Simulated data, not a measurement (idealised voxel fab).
process module | voxel air gaps
cross-section cut | 300 nm wide | cells 5 nm
A cross-section is a grid of square cells, given in bands from the top down. A band is one or more rows of cells.
Each band's line starts with the height of the band's top and of its bottom, in nm. Then come its materials from left to right, each with its width in nm. One material with "throughout" fills the band from edge to edge. "air" is empty space.
Height 0 is the level under which the wafer as received is all one material. The lowest band goes on downwards, as in "0 down".
A width such as "30 to 40" changes by the same amount from each row of cells to the next, from the band's top row to its bottom row.
"no change" after a step means that no cell of the cross-section changed.
closed voids: empty space of 8 cells or more with no open way to the top, each as width x height at its distance from the left edge, in nm
after a step's settings: what the simulator itself notes on the step
overlay nm, on a step with a mask: how far to the right of its planned place the mask lay; to the left if negative
plan
1 op RECEIVE | material Si
2 op CONFORMAL_DEP | material SiO2 | thk nm 10
3 op CONFORMAL_DEP | material SiN | thk nm 5
4 op DIRECTIONAL_DEP | material SiO2 | thk nm 40
5 op MASKED_ETCH | tone open | mask id LINES | width nm 20 | pitch nm 45 | etch materials SiO2 | depth nm 40 | overlay nm 0
6 op CONFORMAL_DEP | material TiN | thk nm 5
7 op FILL_DEP | material W | thk nm 10
8 op CMP | height nm 55
9 op EPI | material Ru | thk nm 10
10 op SELECTIVE_ETCH | etch materials SiO2 | depth nm 50
11 op CONFORMAL_DEP | material SiN | thk nm 5
varied across the wafers: thk nm of step 6. The plan shows the first wafer's value. All wafers start alike
first wafer as received, after step 1
  0 down: Si throughout
  closed voids: none
each wafer at the end: cells of each material gained (+) or lost (-) since it was received, then its closed voids
thk nm 5 | +64 Ru | +220 SiN | +120 SiO2 | +72 TiN | +56 W | closed voids: 15 x 30 at 95; 15 x 30 at 140; 15 x 30 at 185
thk nm 10 | +64 Ru | +220 SiN | +120 SiO2 | +128 TiN | closed voids: 15 x 30 at 95; 15 x 30 at 140; 15 x 30 at 185
thk nm 15 | +64 Ru | +220 SiN | +120 SiO2 | +128 TiN | closed voids: 15 x 30 at 95; 15 x 30 at 140; 15 x 30 at 185
thk nm 20 | +64 Ru | +220 SiN | +120 SiO2 | +128 TiN | closed voids: 15 x 30 at 95; 15 x 30 at 140; 15 x 30 at 185
